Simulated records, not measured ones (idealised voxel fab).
The name of this process module is voxel spacer lines.
Each square cell in cross-section cut measures 5 nm, and the section as a whole is 155 nm wide.
In what follows, cross-sections appear as grids of square cells, described through bands that run from the top down, where every band is one or more rows of cells. In this notation a band is specified by the heights of its top and bottom, in that order and in nm, after which its materials appear from left to right, each paired with its width in nm. The word "everywhere" attached to a single material means that material fills the band from edge to edge; the word "blank" stands for empty space. Where do heights start? At 0: under that level the wafer as delivered is made of one material only. And the lowest band has no floor; it just carries on downward, as in "top 0, no bottom". The expression "30..40" gives the width at the extremes of the band, the first number at its top row of cells and the second at its bottom row, with the width changing by equal amounts from each row to the next in between. Key: "stayed the same" - step with no changed cell in the cross-section. Under "Sealed internal cavities" you'll find the enclosed gaps, the ones with no way out to the top, that are 8 cells or bigger; each reads width x height at distance, with distance counted from the left edge, everything in nm. That trailing text on a step's line, after the settings, is the simulator's own remark on the step. What "overlay nm" on a step's line means: if the step has a mask, that mask lay this far to the right of its planned place, or, when the value is negative, to the left.
PLANNED STEP LIST FOR THE PROCESS
- 1: RECEIVE [material Si]
- 2: CONFORMAL_DEP [material Al2O3] [thk nm 5]
- 3: DIRECTIONAL_DEP [material SiN] [thk nm 10]
- 4: DIRECTIONAL_DEP [material polySi] [thk nm 20]
- 5: PATTERN [tone cover] [mask id MANDREL] [material resist] [width nm 15] [pitch nm 70] [thk nm 25] [overlay nm 0]
- 6: DIRECTIONAL_ETCH [etch materials polySi] [depth nm 20]
- 7: STRIP [etch materials resist]
- 8: CONFORMAL_DEP [material SiO2] [thk nm 10]
- 9: DIRECTIONAL_ETCH [etch materials SiO2] [depth nm 10]
- 10: STRIP [etch materials polySi]
- 11: DIRECTIONAL_ETCH [etch materials SiN] [depth nm 10]
- 12: STRIP [etch materials SiO2]
What sets these wafers apart? The width nm at step 5. They all start alike, and the plan carries the first wafer's value.
CROSS-SECTION, FIRST OF SEVERAL WAFERS, AS DELIVERED AFTER STEP 1
    top 0, no bottom  Si everywhere
    Sealed internal cavities: none
EVERY ROW IN THIS TABLE IS A WAFER AT THE END OF THE MODULE, AND IT GIVES, FOR EACH OF THE MATERIALS, THE CELLS THAT WAFER HAS GAINED (+) OR LOST (-) SINCE IT WAS RECEIVED, THEN ITS CLOSED VOIDS
width nm 15 | +31 Al2O3 | +16 SiN | Sealed internal cavities: none
width nm 20 | +31 Al2O3 | +16 SiN | Sealed internal cavities: none
width nm 25 | +31 Al2O3 | +16 SiN | Sealed internal cavities: none
width nm 30 | +31 Al2O3 | +16 SiN | Sealed internal cavities: none
width nm 35 | +31 Al2O3 | +16 SiN | Sealed internal cavities: none
width nm 40 | +31 Al2O3 | +16 SiN | Sealed internal cavities: none
